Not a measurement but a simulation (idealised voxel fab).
process module | voxel transistor to metal
cross-section cut | 215 nm wide | cells 5 nm
A cross-section is a grid of square cells, given in bands from the top down. A band is one or more rows of cells.
Each band's line starts with the height of the band's top and of its bottom, in nm. Then come its materials from left to right, each with its width in nm. One material with "throughout" fills the band from edge to edge. "air" is empty space.
Height 0 is the level under which the wafer as received is all one material. The lowest band goes on downwards, as in "0 down".
A width such as "30 to 40" changes by the same amount from each row of cells to the next, from the band's top row to its bottom row.
"no change" after a step means that no cell of the cross-section changed.
closed voids: empty space of 8 cells or more with no open way to the top, each as width x height at its distance from the left edge, in nm
after a step's settings: what the simulator itself notes on the step
overlay nm, on a step with a mask: how far to the right of its planned place the mask lay; to the left if negative
plan
1 op RECEIVE | material Si
2 op OXIDIZE | depth nm 5
3 op CONFORMAL_DEP | material SiN | thk nm 15
4 op DIRECTIONAL_DEP | material aC | thk nm 15
5 op PATTERN | tone cover | mask id ACTIVE | material resist | width nm 105 | thk nm 35 | overlay nm 0
6 op DIRECTIONAL_ETCH | etch materials aC | depth nm 15
7 op STRIP | etch materials resist
8 op DIRECTIONAL_ETCH | etch materials SiN | depth nm 15
9 op DIRECTIONAL_ETCH | etch materials SiO2 | depth nm 5
10 op DIRECTIONAL_ETCH | etch materials Si | depth nm 30
11 op STRIP | etch materials aC
12 op FILL_DEP | material SiO2 | thk nm 10
13 op CMP | height nm 15
14 op SELECTIVE_ETCH | etch materials SiO2 | depth nm 10
15 op STRIP | etch materials SiN
16 op SELECTIVE_ETCH | etch materials SiO2 | depth nm 5
17 op OXIDIZE | depth nm 5
18 op DIRECTIONAL_DEP | material polySi | thk nm 30
19 op DIRECTIONAL_DEP | material SiCN | thk nm 15
20 op DIRECTIONAL_DEP | material aC | thk nm 10
21 op PATTERN | tone cover | mask id GATE | material resist | width nm 25 | thk nm 25 | overlay nm 0
22 op DIRECTIONAL_ETCH | etch materials aC | depth nm 10
23 op STRIP | etch materials resist
24 op DIRECTIONAL_ETCH | etch materials SiCN | depth nm 25
25 op DIRECTIONAL_ETCH | etch materials polySi | depth nm 40
26 op STRIP | etch materials aC
27 op CONFORMAL_DEP | material SiN | thk nm 10
28 op DIRECTIONAL_ETCH | etch materials SiN | depth nm 10
29 op DIRECTIONAL_ETCH | etch materials SiO2 | depth nm 5
30 op DIRECTIONAL_ETCH | etch materials Si | depth nm 10
31 op EPI | material nSi | thk nm 10
32 op FILL_DEP | material SiO2 | thk nm 10
33 op CMP | height nm 40
34 op DIRECTIONAL_DEP | material SiO2 | thk nm 15
35 op PATTERN | tone open | mask id CONTACT | material resist | width nm 20 | pitch nm 75 | thk nm 15 | overlay nm 0
36 op DIRECTIONAL_ETCH | etch materials SiO2 | depth nm 65
37 op STRIP | etch materials resist
38 op CONFORMAL_DEP | material TiN | thk nm 5
39 op FILL_DEP | material Ru | thk nm 5
40 op CMP | height nm 55
41 op DIRECTIONAL_DEP | material TiN | thk nm 5
42 op DIRECTIONAL_DEP | material W | thk nm 25
43 op DIRECTIONAL_DEP | material aC | thk nm 15
44 op PATTERN | tone cover | mask id METAL_1 | material resist | width nm 20 | pitch nm 75 | thk nm 30 | overlay nm 0
45 op DIRECTIONAL_ETCH | etch materials aC | depth nm 15
46 op STRIP | etch materials resist
47 op DIRECTIONAL_ETCH | etch materials W | depth nm 25
48 op DIRECTIONAL_ETCH | etch materials TiN | depth nm 5
49 op STRIP | etch materials aC
50 op CONFORMAL_DEP | material SiCN | thk nm 5
51 op FILL_DEP | material SiO2 | thk nm 5
52 op CMP | height nm 85
53 op CONFORMAL_DEP | material SiN | thk nm 5
as received, after step 1
  0 down: Si throughout
  closed voids: none
first wafer at the end, as planned
  90 to 85: SiN throughout
  85 to 60: SiO2 55 | SiCN 5 | W 20 | SiCN 5 | SiO2 45 | SiCN 5 | W 20 | SiCN 5 | SiO2 55
  60 to 55: SiCN 60 | TiN 20 | SiCN 55 | TiN 20 | SiCN 60
  55 to 40: SiO2 60 | TiN 5 | Ru 10 | TiN 5 | SiO2 55 | TiN 5 | Ru 10 | TiN 5 | SiO2 60
  40 to 25: SiO2 60 | TiN 5 | Ru 10 | TiN 5 | SiO2 5 | SiN 10 | SiCN 25 | SiN 10 | SiO2 5 | TiN 5 | Ru 10 | TiN 5 | SiO2 60
  25 to 5: SiO2 60 | TiN 5 | Ru 10 | TiN 5 | SiO2 5 | SiN 10 | polySi 25 | SiN 10 | SiO2 5 | TiN 5 | Ru 10 | TiN 5 | SiO2 60
  5 to 0: SiO2 60 | TiN 20 | SiO2 5 | SiN 10 | polySi 25 | SiN 10 | SiO2 5 | TiN 20 | SiO2 60
  0 to -5: SiO2 50 | SiN 10 | nSi 10 | TiN 5 | nSi 10 | SiN 10 | polySi 25 | SiN 10 | nSi 10 | TiN 5 | nSi 10 | SiN 10 | SiO2 50
  -5 to -10: SiO2 60 | nSi 10 | TiN 5 | nSi 10 | SiO2 45 | nSi 10 | TiN 5 | nSi 10 | SiO2 60
  -10 to -20: SiO2 55 | Si 5 | nSi 25 | Si 45 | nSi 25 | Si 5 | SiO2 55
  -20 to -35: SiO2 55 | Si 105 | SiO2 55
  -35 down: Si throughout
  closed voids: none
second wafer at the end: like start, like plan, one mistake
  90 to 85: SiN throughout
  85 to 60: SiO2 45 | SiCN 5 | W 20 | SiCN 5 | SiO2 45 | SiCN 5 | W 20 | SiCN 5 | SiO2 65
  60 to 55: SiCN 50 | TiN 20 | SiCN 55 | TiN 20 | SiCN 70
  55 to 40: SiO2 60 | TiN 5 | Ru 10 | TiN 5 | SiO2 55 | TiN 5 | Ru 10 | TiN 5 | SiO2 60
  40 to 25: SiO2 60 | TiN 5 | Ru 10 | TiN 5 | SiO2 5 | SiN 10 | SiCN 25 | SiN 10 | SiO2 5 | TiN 5 | Ru 10 | TiN 5 | SiO2 60
  25 to 5: SiO2 60 | TiN 5 | Ru 10 | TiN 5 | SiO2 5 | SiN 10 | polySi 25 | SiN 10 | SiO2 5 | TiN 5 | Ru 10 | TiN 5 | SiO2 60
  5 to 0: SiO2 60 | TiN 20 | SiO2 5 | SiN 10 | polySi 25 | SiN 10 | SiO2 5 | TiN 20 | SiO2 60
  0 to -5: SiO2 50 | SiN 10 | nSi 10 | TiN 5 | nSi 10 | SiN 10 | polySi 25 | SiN 10 | nSi 10 | TiN 5 | nSi 10 | SiN 10 | SiO2 50
  -5 to -10: SiO2 60 | nSi 10 | TiN 5 | nSi 10 | SiO2 45 | nSi 10 | TiN 5 | nSi 10 | SiO2 60
  -10 to -20: SiO2 55 | Si 5 | nSi 25 | Si 45 | nSi 25 | Si 5 | SiO2 55
  -20 to -35: SiO2 55 | Si 105 | SiO2 55
  -35 down: Si throughout
  closed voids: none
what went wrong: step 44 ran as: op PATTERN | tone cover | mask id METAL_1 | material resist | width nm 20 | pitch nm 75 | thk nm 30 | overlay nm -10
at the end the second wafer has, in cells: as many of each material as the first, in other places
